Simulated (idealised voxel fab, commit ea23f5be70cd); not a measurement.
This is a process module. Its name is voxel capacitor over wiring.
cross-section cut | 210 nm wide | cells 5 nm
A cross-section in this document is a grid of square cells, and it is written down as bands, the top band listed before the ones below it; a band is made up of one or more rows of cells.
Band: top height; bottom height; in nm. Then, left to right: material with width in nm, for each material. "throughout": a single material spanning edge to edge. "air": empty space.
All heights in this document are referenced to 0, defined as the level beneath which the wafer, as received, consists entirely of one material. The lowest band is not bounded below; it extends indefinitely downward and is written in the form "from 0 down".
With a width like "30 to 40", each row of cells in the band differs from the next by the same amount, the top row carrying the first number and the bottom row the second.
Given "identical to before" for a step, no cell of the cross-section differs between before and after that step.
"Closed empty spaces" contains a list of empty spaces, each no smaller than 8 cells and without an open way to the top, written in the form width x height at distance with the distance from the left edge and all three in nm.
That trailing text on a step's line, after the settings, is the simulator's own remark on the step.
overlay nm: where the mask lay relative to plan, measured to the right, on steps with a mask; negatives go left.
So here's the lineup of process steps we planned
1 RECEIVE | material Si
2 CONFORMAL_DEP | material SiO2 | thk nm 15
3 CONFORMAL_DEP | material SiN | thk nm 5
4 DIRECTIONAL_DEP | material lowk | thk nm 15
5 PATTERN | tone open | mask id METAL_1 | material resist | width nm 20 | pitch nm 75 | thk nm 20 | overlay nm 0
6 DIRECTIONAL_ETCH | etch materials lowk | depth nm 15
7 DIRECTIONAL_ETCH | etch materials SiN | depth nm 5
8 STRIP | etch materials resist
9 CONFORMAL_DEP | material TiN | thk nm 5
10 FILL_DEP | material Ru | thk nm 10
11 CMP | height nm 35
12 EPI | material Ru | thk nm 5
13 FILL_DEP | material SiCN | thk nm 5
14 DIRECTIONAL_DEP | material lowk | thk nm 10
15 MASKED_ETCH | tone open | mask id PLUG_1 | width nm 15 | etch materials lowk | depth nm 10 | overlay nm 0
16 MASKED_ETCH | tone open | mask id PLUG_1 | width nm 15 | etch materials SiCN | depth nm 5 | overlay nm 0
17 EPI | material Ru | thk nm 10
18 EPI | material Ru | thk nm 5
19 DIRECTIONAL_DEP | material TiN | thk nm 5
20 DIRECTIONAL_DEP | material Al2O3 | thk nm 5
21 DIRECTIONAL_DEP | material TiN | thk nm 5
22 DIRECTIONAL_DEP | material aC | thk nm 15
23 PATTERN | tone cover | mask id UPPER_PLATE | material resist | width nm 60 | thk nm 35 | overlay nm 0
24 DIRECTIONAL_ETCH | etch materials aC | depth nm 15
25 STRIP | etch materials resist
26 DIRECTIONAL_ETCH | etch materials TiN | depth nm 5
27 DIRECTIONAL_ETCH | etch materials Al2O3 | depth nm 5
28 STRIP | etch materials aC
29 MASKED_ETCH | tone cover | mask id LOWER_PLATE | width nm 70 | etch materials TiN | depth nm 5 | overlay nm 0
30 FILL_DEP | material SiO2 | thk nm 20
31 CMP | height nm 85
32 PATTERN | tone open | mask id PLUG_2 | material resist | width nm 15 | thk nm 20 | overlay nm 0
33 DIRECTIONAL_ETCH | etch materials SiO2 | depth nm 15
34 STRIP | etch materials resist
35 CONFORMAL_DEP | material TiN | thk nm 5
36 FILL_DEP | material Cu | thk nm 10
37 CMP | height nm 85
38 CONFORMAL_DEP | material SiCN | thk nm 5
First out of two wafers; run went to plan
This is the cross-section of the wafer as we received it, i.e. after step 1
from 0 down | Si throughout
Closed empty spaces: none
Wafer section view after processing step 2
from 15 to 0 | SiO2 throughout
Nothing below the height 0 has changed.
Wafer section view after processing step 3
from 20 to 15 | SiN throughout
Nothing below the height 15 has changed.
Wafer section view after processing step 4
from 35 to 20 | lowk throughout
Nothing below the height 20 has changed.
Wafer section view after processing step 5
from 55 to 35 | resist 55 nm / air 20 nm / resist 55 nm / air 20 nm / resist 60 nm
Nothing below the height 35 has changed.
Wafer section view after processing step 6
from 55 to 35 | resist 55 nm / air 20 nm / resist 55 nm / air 20 nm / resist 60 nm
from 35 to 20 | lowk 55 nm / air 20 nm / lowk 55 nm / air 20 nm / lowk 60 nm
Nothing below the height 20 has changed.
Wafer section view after processing step 7
from 55 to 35 | resist 55 nm / air 20 nm / resist 55 nm / air 20 nm / resist 60 nm
from 35 to 20 | lowk 55 nm / air 20 nm / lowk 55 nm / air 20 nm / lowk 60 nm
from 20 to 15 | SiN 55 nm / air 20 nm / SiN 55 nm / air 20 nm / SiN 60 nm
Nothing below the height 15 has changed.
Wafer section view after processing step 8
from 35 to 20 | lowk 55 nm / air 20 nm / lowk 55 nm / air 20 nm / lowk 60 nm
Nothing below the height 20 has changed.
Wafer section view after processing step 9
from 40 to 35 | TiN 60 nm / air 10 nm / TiN 65 nm / air 10 nm / TiN 65 nm
from 35 to 20 | lowk 55 nm / TiN 5 nm / air 10 nm / TiN 5 nm / lowk 55 nm / TiN 5 nm / air 10 nm / TiN 5 nm / lowk 60 nm
from 20 to 15 | SiN 55 nm / TiN 20 nm / SiN 55 nm / TiN 20 nm / SiN 60 nm
Nothing below the height 15 has changed.
Wafer section view after processing step 10
from 50 to 40 | Ru throughout
from 40 to 35 | TiN 60 nm / Ru 10 nm / TiN 65 nm / Ru 10 nm / TiN 65 nm
from 35 to 20 | lowk 55 nm / TiN 5 nm / Ru 10 nm / TiN 5 nm / lowk 55 nm / TiN 5 nm / Ru 10 nm / TiN 5 nm / lowk 60 nm
Nothing below the height 20 has changed.
Wafer section view after processing step 11
from 35 to 20 | lowk 55 nm / TiN 5 nm / Ru 10 nm / TiN 5 nm / lowk 55 nm / TiN 5 nm / Ru 10 nm / TiN 5 nm / lowk 60 nm
Nothing below the height 20 has changed.
Wafer section view after processing step 12
from 40 to 35 | air 50 nm / Ru 30 nm / air 45 nm / Ru 30 nm / air 55 nm
Nothing below the height 35 has changed.
Wafer section view after processing step 13
from 45 to 40 | SiCN throughout
from 40 to 35 | SiCN 50 nm / Ru 30 nm / SiCN 45 nm / Ru 30 nm / SiCN 55 nm
Nothing below the height 35 has changed.
Wafer section view after processing step 14
from 55 to 45 | lowk throughout
Nothing below the height 45 has changed.
Wafer section view after processing step 15
from 55 to 45 | lowk 60 nm / air 15 nm / lowk 135 nm
Nothing below the height 45 has changed.
Wafer section view after processing step 16
from 55 to 45 | lowk 60 nm / air 15 nm / lowk 135 nm
from 45 to 40 | SiCN 60 nm / air 15 nm / SiCN 135 nm
Nothing below the height 40 has changed.
Wafer section view after processing step 17
from 55 to 50 | lowk 60 nm / air 15 nm / lowk 135 nm
from 50 to 45 | lowk 60 nm / Ru 15 nm / lowk 135 nm
from 45 to 40 | SiCN 60 nm / Ru 15 nm / SiCN 135 nm
Nothing below the height 40 has changed.
Wafer section view after processing step 18
from 55 to 45 | lowk 60 nm / Ru 15 nm / lowk 135 nm
Nothing below the height 45 has changed.
Wafer section view after processing step 19
from 60 to 55 | TiN throughout
Nothing below the height 55 has changed.
Wafer section view after processing step 20
from 65 to 60 | Al2O3 throughout
Nothing below the height 60 has changed.
Wafer section view after processing step 21
from 70 to 65 | TiN throughout
Nothing below the height 65 has changed.
Wafer section view after processing step 22
from 85 to 70 | aC throughout
Nothing below the height 70 has changed.
Wafer section view after processing step 23
from 120 to 85 | air 60 nm / resist 60 nm / air 90 nm
Nothing below the height 85 has changed.
Wafer section view after processing step 24
from 105 to 85 | air 60 nm / resist 60 nm / air 90 nm
from 85 to 70 | air 60 nm / aC 60 nm / air 90 nm
Nothing below the height 70 has changed.
Wafer section view after processing step 25
from 85 to 70 | air 60 nm / aC 60 nm / air 90 nm
Nothing below the height 70 has changed.
Wafer section view after processing step 26
from 85 to 70 | air 60 nm / aC 60 nm / air 90 nm
from 70 to 65 | air 60 nm / TiN 60 nm / air 90 nm
Nothing below the height 65 has changed.
Wafer section view after processing step 27
from 85 to 70 | air 60 nm / aC 60 nm / air 90 nm
from 70 to 65 | air 60 nm / TiN 60 nm / air 90 nm
from 65 to 60 | air 60 nm / Al2O3 60 nm / air 90 nm
Nothing below the height 60 has changed.
Wafer section view after processing step 28
from 70 to 65 | air 60 nm / TiN 60 nm / air 90 nm
Nothing below the height 65 has changed.
Wafer section view after processing step 29
from 70 to 65 | air 60 nm / TiN 60 nm / air 90 nm
from 65 to 60 | air 60 nm / Al2O3 60 nm / air 90 nm
from 60 to 55 | air 55 nm / TiN 70 nm / air 85 nm
Nothing below the height 55 has changed.
Wafer section view after processing step 30
from 90 to 70 | SiO2 throughout
from 70 to 65 | SiO2 60 nm / TiN 60 nm / SiO2 90 nm
from 65 to 60 | SiO2 60 nm / Al2O3 60 nm / SiO2 90 nm
from 60 to 55 | SiO2 55 nm / TiN 70 nm / SiO2 85 nm
Nothing below the height 55 has changed.
Wafer section view after processing step 31
from 85 to 70 | SiO2 throughout
Nothing below the height 70 has changed.
Wafer section view after processing step 32
from 105 to 85 | resist 70 nm / air 15 nm / resist 125 nm
Nothing below the height 85 has changed.
Wafer section view after processing step 33
from 105 to 85 | resist 70 nm / air 15 nm / resist 125 nm
from 85 to 70 | SiO2 70 nm / air 15 nm / SiO2 125 nm
Nothing below the height 70 has changed.
Wafer section view after processing step 34
from 85 to 70 | SiO2 70 nm / air 15 nm / SiO2 125 nm
Nothing below the height 70 has changed.
Wafer section view after processing step 35
from 90 to 85 | TiN 75 nm / air 5 nm / TiN 130 nm
from 85 to 75 | SiO2 70 nm / TiN 5 nm / air 5 nm / TiN 5 nm / SiO2 125 nm
from 75 to 65 | SiO2 70 to 60 nm / TiN 15 to 60 nm / SiO2 125 to 90 nm
Nothing below the height 65 has changed.
Wafer section view after processing step 36
from 100 to 90 | Cu throughout
from 90 to 85 | TiN 75 nm / Cu 5 nm / TiN 130 nm
from 85 to 75 | SiO2 70 nm / TiN 5 nm / Cu 5 nm / TiN 5 nm / SiO2 125 nm
Nothing below the height 75 has changed.
Wafer section view after processing step 37
from 85 to 75 | SiO2 70 nm / TiN 5 nm / Cu 5 nm / TiN 5 nm / SiO2 125 nm
Nothing below the height 75 has changed.
Wafer section view after processing step 38
from 90 to 85 | SiCN throughout
Nothing below the height 85 has changed.
Wafer two of the pair: same origin, same plan, one error during the run; identical to wafer one up to and including step 14
Here is the second wafer in cross-section at the point where step 15 of the plan should have been done
from 55 to 45 | lowk 50 nm / air 15 nm / lowk 145 nm
Nothing below the height 45 has changed.
Here is the second wafer in cross-section at the point where step 16 of the plan should have been done
from 55 to 45 | lowk 50 nm / air 15 nm / lowk 145 nm
from 45 to 40 | SiCN 60 nm / air 5 nm / SiCN 145 nm
Nothing below the height 40 has changed.
Here is the second wafer in cross-section at the point where step 17 of the plan should have been done
from 55 to 50 | lowk 50 nm / air 15 nm / lowk 145 nm
from 50 to 45 | lowk 50 nm / air 5 nm / Ru 10 nm / lowk 145 nm
from 45 to 40 | SiCN 60 nm / Ru 5 nm / SiCN 145 nm
Nothing below the height 40 has changed.
Here is the second wafer in cross-section at the point where step 18 of the plan should have been done
from 55 to 45 | lowk 50 nm / Ru 15 nm / lowk 145 nm
Nothing below the height 45 has changed.
Here is the second wafer in cross-section at the point where step 19 of the plan should have been done
from 60 to 55 | TiN throughout
Nothing below the height 55 has changed.
Here is the second wafer in cross-section at the point where step 20 of the plan should have been done
from 65 to 60 | Al2O3 throughout
Nothing below the height 60 has changed.
Here is the second wafer in cross-section at the point where step 21 of the plan should have been done
from 70 to 65 | TiN throughout
Nothing below the height 65 has changed.
Here is the second wafer in cross-section at the point where step 22 of the plan should have been done
from 85 to 70 | aC throughout
Nothing below the height 70 has changed.
Here is the second wafer in cross-section at the point where step 23 of the plan should have been done
from 120 to 85 | air 60 nm / resist 60 nm / air 90 nm
Nothing below the height 85 has changed.
Here is the second wafer in cross-section at the point where step 24 of the plan should have been done
from 105 to 85 | air 60 nm / resist 60 nm / air 90 nm
from 85 to 70 | air 60 nm / aC 60 nm / air 90 nm
Nothing below the height 70 has changed.
Here is the second wafer in cross-section at the point where step 25 of the plan should have been done
from 85 to 70 | air 60 nm / aC 60 nm / air 90 nm
Nothing below the height 70 has changed.
Here is the second wafer in cross-section at the point where step 26 of the plan should have been done
from 85 to 70 | air 60 nm / aC 60 nm / air 90 nm
from 70 to 65 | air 60 nm / TiN 60 nm / air 90 nm
Nothing below the height 65 has changed.
Here is the second wafer in cross-section at the point where step 27 of the plan should have been done
from 85 to 70 | air 60 nm / aC 60 nm / air 90 nm
from 70 to 65 | air 60 nm / TiN 60 nm / air 90 nm
from 65 to 60 | air 60 nm / Al2O3 60 nm / air 90 nm
Nothing below the height 60 has changed.
Here is the second wafer in cross-section at the point where step 28 of the plan should have been done
from 70 to 65 | air 60 nm / TiN 60 nm / air 90 nm
Nothing below the height 65 has changed.
Here is the second wafer in cross-section at the point where step 29 of the plan should have been done
from 70 to 65 | air 60 nm / TiN 60 nm / air 90 nm
from 65 to 60 | air 60 nm / Al2O3 60 nm / air 90 nm
from 60 to 55 | air 55 nm / TiN 70 nm / air 85 nm
Nothing below the height 55 has changed.
Here is the second wafer in cross-section at the point where step 30 of the plan should have been done
from 90 to 70 | SiO2 throughout
from 70 to 65 | SiO2 60 nm / TiN 60 nm / SiO2 90 nm
from 65 to 60 | SiO2 60 nm / Al2O3 60 nm / SiO2 90 nm
from 60 to 55 | SiO2 55 nm / TiN 70 nm / SiO2 85 nm
Nothing below the height 55 has changed.
Here is the second wafer in cross-section at the point where step 31 of the plan should have been done
from 85 to 70 | SiO2 throughout
Nothing below the height 70 has changed.
Here is the second wafer in cross-section at the point where step 32 of the plan should have been done
from 105 to 85 | resist 70 nm / air 15 nm / resist 125 nm
Nothing below the height 85 has changed.
Here is the second wafer in cross-section at the point where step 33 of the plan should have been done
from 105 to 85 | resist 70 nm / air 15 nm / resist 125 nm
from 85 to 70 | SiO2 70 nm / air 15 nm / SiO2 125 nm
Nothing below the height 70 has changed.
Here is the second wafer in cross-section at the point where step 34 of the plan should have been done
from 85 to 70 | SiO2 70 nm / air 15 nm / SiO2 125 nm
Nothing below the height 70 has changed.
Here is the second wafer in cross-section at the point where step 35 of the plan should have been done
from 90 to 85 | TiN 75 nm / air 5 nm / TiN 130 nm
from 85 to 75 | SiO2 70 nm / TiN 5 nm / air 5 nm / TiN 5 nm / SiO2 125 nm
from 75 to 65 | SiO2 70 to 60 nm / TiN 15 to 60 nm / SiO2 125 to 90 nm
Nothing below the height 65 has changed.
Here is the second wafer in cross-section at the point where step 36 of the plan should have been done
from 100 to 90 | Cu throughout
from 90 to 85 | TiN 75 nm / Cu 5 nm / TiN 130 nm
from 85 to 75 | SiO2 70 nm / TiN 5 nm / Cu 5 nm / TiN 5 nm / SiO2 125 nm
Nothing below the height 75 has changed.
Here is the second wafer in cross-section at the point where step 37 of the plan should have been done
from 85 to 75 | SiO2 70 nm / TiN 5 nm / Cu 5 nm / TiN 5 nm / SiO2 125 nm
Nothing below the height 75 has changed.
Here is the second wafer in cross-section at the point where step 38 of the plan should have been done
from 90 to 85 | SiCN throughout
Nothing below the height 85 has changed.
Plan not followed: step 15 was processed under conditions differing from the plan, specifically as MASKED_ETCH | tone open | mask id PLUG_1 | width nm 15 | etch materials lowk | depth nm 10 | overlay nm -10
End of process, cell counts, second wafer against first, materials with more or fewer: Ru -2, SiCN +2
